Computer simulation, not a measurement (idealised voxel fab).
process module | voxel gate over fins
It is cross-section cut that appears here, measuring 185 nm in width, its square cells being 5 nm in size.
A cross-section is a grid of square cells, given in bands from the top down. A band is one or more rows of cells.
Heights first: top, then bottom, in nm. Then materials, left to right, each with a width in nm. "edge to edge" on a single material: fills the band edge to edge. "empty": empty space.
Ref level 0: as-received wafer is one material below here. Bottom band extends down with no lower bound ("z 0 and below").
Width: "30 to 40" (first number = top row, second number = bottom row, same change from row to row of cells).
It should be understood that the words "no change occurred", when stated for a given step, signify that the cross-section underwent no change in any of its cells during that step.
What "Enclosed cavity list" gives you is every empty space of 8 cells or more that is cut off from the top. Each appears as width x height at distance, with the distance taken from the left edge and width, height and distance all in nm.
On a step's line, text after the settings is the simulator commenting on that step.
Among the settings permitted on a step's line is "overlay nm"; applied to a step with a mask, it specifies the extent to which the mask lay to the right of its planned position, whereas a negative figure signifies a position to the left.

# Process steps (planned)
1) op RECEIVE | material Si
2) op CONFORMAL_DEP | material SiN | thk nm 5
3) op DIRECTIONAL_DEP | material aC | thk nm 15
4) op PATTERN | tone cover | mask id FINS | material resist | width nm 15 | pitch nm 45 | thk nm 35 | overlay nm 0
5) op DIRECTIONAL_ETCH | etch materials aC | depth nm 15
6) op STRIP | etch materials resist
7) op DIRECTIONAL_ETCH | etch materials SiN | depth nm 5
8) op DIRECTIONAL_ETCH | etch materials Si | depth nm 20
9) op STRIP | etch materials aC
10) op OXIDIZE | depth nm 5
11) op FILL_DEP | material SiO2 | thk nm 5
12) op CMP | height nm 5
13) op SELECTIVE_ETCH | etch materials SiO2 | depth nm 20
14) op STRIP | etch materials SiN
15) op CONFORMAL_DEP | material HfO2 | thk nm 5
16) op CONFORMAL_DEP | material TiN | thk nm 5
17) op FILL_DEP | material W | thk nm 15
18) op CMP | height nm 20
19) op CONFORMAL_DEP | material SiCN | thk nm 5
Don't read the plan's depth nm for step 8 as applying to every wafer: that's the first wafer's value, and the wafers differ in it, though they all start identical.

# As received, i.e. after step 1: cross-section through the first of several wafers
> z 0 and below: Si edge to edge
> Enclosed cavity list: none

# For your reference, the table is organized with a row per wafer; each row reflects the wafer at the end of the module, indicating for each material the cells gained (+) or lost (-) since receipt, and thereafter its closed voids
depth nm 20; +55 HfO2; -170 Si; +37 SiCN; +68 SiO2; +55 TiN; +140 W; Enclosed cavity list: none
depth nm 25; +55 HfO2; -204 Si; +37 SiCN; +102 SiO2; +55 TiN; +140 W; Enclosed cavity list: none
depth nm 30; +55 HfO2; -238 Si; +37 SiCN; +136 SiO2; +55 TiN; +140 W; Enclosed cavity list: none
depth nm 35; +55 HfO2; -272 Si; +37 SiCN; +170 SiO2; +55 TiN; +140 W; Enclosed cavity list: none
depth nm 40; +55 HfO2; -306 Si; +37 SiCN; +204 SiO2; +55 TiN; +140 W; Enclosed cavity list: none
depth nm 45; +55 HfO2; -340 Si; +37 SiCN; +238 SiO2; +55 TiN; +140 W; Enclosed cavity list: none
